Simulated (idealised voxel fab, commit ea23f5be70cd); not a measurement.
The document below concerns the process module designated voxel tone inversion.
Xsec cut, 200 nm wide, square cell size 5 nm.
Reading order for cross-sections: top band down to bottom band. Underlying form: a grid of square cells. Band size: one or more rows of cells. Heights first: top, then bottom, in nm. Then materials, left to right, each with a width in nm. "edge to edge" on a single material: fills the band edge to edge. "air": empty space. Counting heights begins at 0, where everything beneath is, in the wafer as received, one material. The lowest band has no bottom; it goes on downwards, as "0..down" shows. With a width like "30->40", each row of cells in the band differs from the next by the same amount, the top row carrying the first number and the bottom row the second. Take "no change" at face value: in the step it is given for, the cross-section changed in none of its cells. The list in "Unvented internal voids" covers empty spaces of 8 cells or more that cannot reach the top through any open way, and it gives each as width x height at distance; the distance is from the left edge, and width, height and distance are in nm. Text after the settings on a step's line: the simulator's own remark on that step. "overlay nm" answers the question of how far to the right of plan the mask lay on a step that has a mask, and when it is negative the answer is to the left.

Planned step list for the process:
| 1 | RECEIVE with material Si |
| 2 | CONFORMAL_DEP with material SiCN, thk nm 5 |
| 3 | DIRECTIONAL_DEP with material polySi, thk nm 25 |
| 4 | PATTERN with tone cover, mask id POSTS, material resist, width nm 25, pitch nm 45, thk nm 30, overlay nm 0 |
| 5 | DIRECTIONAL_ETCH with etch materials polySi, depth nm 25 |
| 6 | STRIP with etch materials resist |
| 7 | FILL_DEP with material lowk, thk nm 10 |
| 8 | CMP with height nm 30 |
| 9 | STRIP with etch materials polySi |
| 10 | CONFORMAL_DEP with material TiN, thk nm 5 |
| 11 | FILL_DEP with material Cu, thk nm 10 |
| 12 | CMP with height nm 30 |
| 13 | CONFORMAL_DEP with material SiN, thk nm 5 |

Below: the first of two wafers, run as planned:

Incoming wafer in cross-section (state: after step 1):
    0..down  Si edge to edge
    Unvented internal voids: none

Step 2 complete: cross-section through the wafer:
    5..0  SiCN edge to edge
    Below 0, the layers are the same as they were.

Step 3 complete: cross-section through the wafer:
    30..5  polySi edge to edge
    Below 5, the layers are the same as they were.

Step 4 complete: cross-section through the wafer:
    60..30  air 40 nm  resist 25 nm  air 20 nm  resist 25 nm  air 20 nm  resist 25 nm  air 45 nm
    Below 30, the layers are the same as they were.

Step 5 complete: cross-section through the wafer:
    60..30  air 40 nm  resist 25 nm  air 20 nm  resist 25 nm  air 20 nm  resist 25 nm  air 45 nm
    30..5  air 40 nm  polySi 25 nm  air 20 nm  polySi 25 nm  air 20 nm  polySi 25 nm  air 45 nm
    Below 5, the layers are the same as they were.

Step 6 complete: cross-section through the wafer:
    30..5  air 40 nm  polySi 25 nm  air 20 nm  polySi 25 nm  air 20 nm  polySi 25 nm  air 45 nm
    Below 5, the layers are the same as they were.

Step 7 complete: cross-section through the wafer:
    40..30  lowk edge to edge
    30..5  lowk 40 nm  polySi 25 nm  lowk 20 nm  polySi 25 nm  lowk 20 nm  polySi 25 nm  lowk 45 nm
    Below 5, the layers are the same as they were.

Step 8 complete: cross-section through the wafer:
    30..5  lowk 40 nm  polySi 25 nm  lowk 20 nm  polySi 25 nm  lowk 20 nm  polySi 25 nm  lowk 45 nm
    Below 5, the layers are the same as they were.

Step 9 complete: cross-section through the wafer:
    30..5  lowk 40 nm  air 25 nm  lowk 20 nm  air 25 nm  lowk 20 nm  air 25 nm  lowk 45 nm
    Below 5, the layers are the same as they were.

Step 10 complete: cross-section through the wafer:
    35..30  TiN 45 nm  air 15 nm  TiN 30 nm  air 15 nm  TiN 30 nm  air 15 nm  TiN 50 nm
    30..10  lowk 40 nm  TiN 5 nm  air 15 nm  TiN 5 nm  lowk 20 nm  TiN 5 nm  air 15 nm  TiN 5 nm  lowk 20 nm  TiN 5 nm  air 15 nm  TiN 5 nm  lowk 45 nm
    10..5  lowk 40 nm  TiN 25 nm  lowk 20 nm  TiN 25 nm  lowk 20 nm  TiN 25 nm  lowk 45 nm
    Below 5, the layers are the same as they were.

Step 11 complete: cross-section through the wafer:
    45..35  Cu edge to edge
    35..30  TiN 45 nm  Cu 15 nm  TiN 30 nm  Cu 15 nm  TiN 30 nm  Cu 15 nm  TiN 50 nm
    30..10  lowk 40 nm  TiN 5 nm  Cu 15 nm  TiN 5 nm  lowk 20 nm  TiN 5 nm  Cu 15 nm  TiN 5 nm  lowk 20 nm  TiN 5 nm  Cu 15 nm  TiN 5 nm  lowk 45 nm
    Below 10, the layers are the same as they were.

Step 12 complete: cross-section through the wafer:
    30..10  lowk 40 nm  TiN 5 nm  Cu 15 nm  TiN 5 nm  lowk 20 nm  TiN 5 nm  Cu 15 nm  TiN 5 nm  lowk 20 nm  TiN 5 nm  Cu 15 nm  TiN 5 nm  lowk 45 nm
    Below 10, the layers are the same as they were.

Step 13 complete: cross-section through the wafer:
    35..30  SiN edge to edge
    Below 30, the layers are the same as they were.

Second wafer. Start and plan as for the first. One mistake made in running. Agrees with the first up to and including step 11:

Cross-section: second wafer, time at which step 12 was scheduled to end: no change

Cross-section: second wafer, time at which step 13 was scheduled to end:
    50..45  SiN edge to edge
    Below 45, the layers are the same as they were.
Deviation noted in wafer processing: step 12 from the plan never happened, it was just skipped
The closing comparison, in cells, has the second wafer with more or fewer of some materials than the first: +89 Cu | +31 TiN
